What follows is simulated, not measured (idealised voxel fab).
Documented hereafter: the process module known as voxel wiring stack.
The figure presents cross-section cut, which has a width of 150 nm and is divided into square cells with an edge length of 5 nm.
Reading order for cross-sections: top band down to bottom band. Underlying form: a grid of square cells. Band size: one or more rows of cells. In this notation a band is specified by the heights of its top and bottom, in that order and in nm, after which its materials appear from left to right, each paired with its width in nm. The word "throughout" attached to a single material means that material fills the band from edge to edge; the word "empty" stands for empty space. Heights are reckoned from 0. Under this level, the received wafer is all of one material. The bottommost band is open-ended downward, for example "0 and below". The expression "30 to 40" gives the width at the extremes of the band, the first number at its top row of cells and the second at its bottom row, with the width changing by equal amounts from each row to the next in between. Where the words "left unchanged" appear for a step, the cross-section shows no cell changed by that step; every cell remained as before. Closed empty spaces (no open way to the top) of 8 cells or more are what "Unvented internal voids" lists, each as width x height at distance from the left edge, nm for all three. Read whatever lies past the settings on a step's line as the simulator's own remark about the step. Steps that use a mask can have "overlay nm" on their line. It says how far the mask sat to the right of where it was meant to be. Negative means to the left.
-- Below is the list of planned process steps
| 1 | op RECEIVE | material Si |
| 2 | op CONFORMAL_DEP | material SiO2 | thk nm 15 |
| 3 | op DIRECTIONAL_DEP | material TiN | thk nm 5 |
| 4 | op DIRECTIONAL_DEP | material Ru | thk nm 15 |
| 5 | op MASKED_ETCH | tone cover | mask id METAL_1 | width nm 25 | pitch nm 45 | etch materials Ru | depth nm 15 | overlay nm 0 |
| 6 | op MASKED_ETCH | tone cover | mask id METAL_1 | width nm 25 | pitch nm 45 | etch materials TiN | depth nm 5 | overlay nm 0 |
| 7 | op CONFORMAL_DEP | material SiN | thk nm 5 |
| 8 | op FILL_DEP | material lowk | thk nm 5 |
| 9 | op CMP | height nm 35 |
| 10 | op CONFORMAL_DEP | material SiCN | thk nm 5 |
| 11 | op DIRECTIONAL_DEP | material SiO2 | thk nm 15 |
| 12 | op MASKED_ETCH | tone open | mask id PLUG_1 | width nm 15 | pitch nm 90 | etch materials SiO2 | depth nm 15 | overlay nm 0 |
| 13 | op MASKED_ETCH | tone open | mask id PLUG_1 | width nm 15 | pitch nm 90 | etch materials SiCN | depth nm 5 | overlay nm 0 |
| 14 | op CONFORMAL_DEP | material TiN | thk nm 5 |
| 15 | op FILL_DEP | material Cu | thk nm 10 |
| 16 | op CMP | height nm 55 |
| 17 | op CONFORMAL_DEP | material SiCN | thk nm 5 |
| 18 | op DIRECTIONAL_DEP | material lowk | thk nm 15 |
| 19 | op DIRECTIONAL_DEP | material aC | thk nm 15 |
| 20 | op PATTERN | tone open | mask id METAL_2 | material resist | width nm 25 | pitch nm 45 | thk nm 30 | overlay nm 0 |
| 21 | op DIRECTIONAL_ETCH | etch materials aC | depth nm 15 |
| 22 | op STRIP | etch materials resist |
| 23 | op DIRECTIONAL_ETCH | etch materials lowk | depth nm 15 |
| 24 | op DIRECTIONAL_ETCH | etch materials SiCN | depth nm 5 |
| 25 | op STRIP | etch materials aC |
| 26 | op CONFORMAL_DEP | material TiN | thk nm 5 |
| 27 | op FILL_DEP | material Ru | thk nm 10 |
| 28 | op CMP | height nm 75 |
| 29 | op CONFORMAL_DEP | material SiCN | thk nm 5 |
| 30 | op DIRECTIONAL_DEP | material SiO2 | thk nm 35 |
| 31 | op MASKED_ETCH | tone open | mask id METAL_3_HOLES | width nm 15 | pitch nm 45 | etch materials SiO2 | depth nm 35 | overlay nm 0 |
| 32 | op PATTERN | tone open | mask id METAL_3 | material resist | width nm 25 | pitch nm 45 | thk nm 15 | overlay nm 0 |
| 33 | op DIRECTIONAL_ETCH | etch materials SiO2 | depth nm 20 |
| 34 | op DIRECTIONAL_ETCH | etch materials SiCN | depth nm 5 |
| 35 | op STRIP | etch materials resist |
| 36 | op CONFORMAL_DEP | material TiN | thk nm 5 |
| 37 | op FILL_DEP | material Cu | thk nm 5 |
| 38 | op CMP | height nm 115 |
| 39 | op CONFORMAL_DEP | material SiN | thk nm 5 |
-- Cross-section, incoming material, after step 1
> 0 and below | Si throughout
> Unvented internal voids: none
-- Cross-section: first of two wafers, module finished, run according to plan
> 120 down to 115 | SiN throughout
> 115 down to 100 | 15 SiO2  5 TiN  15 Cu  5 TiN  20 SiO2  5 TiN  15 Cu  5 TiN  20 SiO2  5 TiN  15 Cu  5 TiN  20 SiO2
> 100 down to 95 | 15 SiO2  5 TiN  5 Cu  15 TiN  20 SiO2  5 TiN  5 Cu  15 TiN  20 SiO2  5 TiN  5 Cu  15 TiN  20 SiO2
> 95 down to 80 | 15 SiO2  5 TiN  5 Cu  5 TiN  30 SiO2  5 TiN  5 Cu  5 TiN  30 SiO2  5 TiN  5 Cu  5 TiN  30 SiO2
> 80 down to 75 | 15 SiCN  15 TiN  30 SiCN  15 TiN  30 SiCN  15 TiN  30 SiCN
> 75 down to 60 | 15 lowk  5 TiN  15 Ru  5 TiN  20 lowk  5 TiN  15 Ru  5 TiN  20 lowk  5 TiN  15 Ru  5 TiN  20 lowk
> 60 down to 55 | 15 SiCN  25 TiN  20 SiCN  25 TiN  20 SiCN  25 TiN  20 SiCN
> 55 down to 40 | 15 SiO2  5 TiN  5 Cu  5 TiN  75 SiO2  5 TiN  5 Cu  5 TiN  30 SiO2
> 40 down to 35 | 15 SiCN  15 TiN  75 SiCN  15 TiN  30 SiCN
> 35 down to 20 | 10 lowk  5 SiN  25 Ru  5 SiN  10 lowk  5 SiN  25 Ru  5 SiN  10 lowk  5 SiN  25 Ru  5 SiN  15 lowk
> 20 down to 15 | 15 SiN  25 TiN  20 SiN  25 TiN  20 SiN  25 TiN  20 SiN
> 15 down to 0 | SiO2 throughout
> 0 and below | Si throughout
> Unvented internal voids: none
-- Here's the second of our two wafers sectioned at module end. Same start as the first, same plan, but one mistake got made running it
> 120 down to 115 | SiN throughout
> 115 down to 100 | 15 SiO2  5 TiN  15 Cu  5 TiN  20 SiO2  5 TiN  15 Cu  5 TiN  20 SiO2  5 TiN  15 Cu  5 TiN  20 SiO2
> 100 down to 95 | 15 SiO2  5 TiN  5 Cu  15 TiN  20 SiO2  5 TiN  5 Cu  15 TiN  20 SiO2  5 TiN  5 Cu  15 TiN  20 SiO2
> 95 down to 80 | 15 SiO2  5 TiN  5 Cu  5 TiN  30 SiO2  5 TiN  5 Cu  5 TiN  30 SiO2  5 TiN  5 Cu  5 TiN  30 SiO2
> 80 down to 75 | 15 SiCN  15 TiN  30 SiCN  15 TiN  30 SiCN  15 TiN  30 SiCN
> 75 down to 60 | Ru throughout
> 60 down to 55 | SiCN throughout
> 55 down to 40 | 15 SiO2  5 TiN  5 Cu  5 TiN  75 SiO2  5 TiN  5 Cu  5 TiN  30 SiO2
> 40 down to 35 | 15 SiCN  15 TiN  75 SiCN  15 TiN  30 SiCN
> 35 down to 20 | 10 lowk  5 SiN  25 Ru  5 SiN  10 lowk  5 SiN  25 Ru  5 SiN  10 lowk  5 SiN  25 Ru  5 SiN  15 lowk
> 20 down to 15 | 15 SiN  25 TiN  20 SiN  25 TiN  20 SiN  25 TiN  20 SiN
> 15 down to 0 | SiO2 throughout
> 0 and below | Si throughout
> Unvented internal voids: none
Nonconformance to the process plan: step 18 went in with a setting other than planned; the actual run was op DIRECTIONAL_DEP | material Ru | thk nm 15
Wafer comparison, final, in cells, second relative to first, materials more or fewer: 63 more of Ru | 15 more of SiCN | 33 fewer of TiN | 45 fewer of lowk
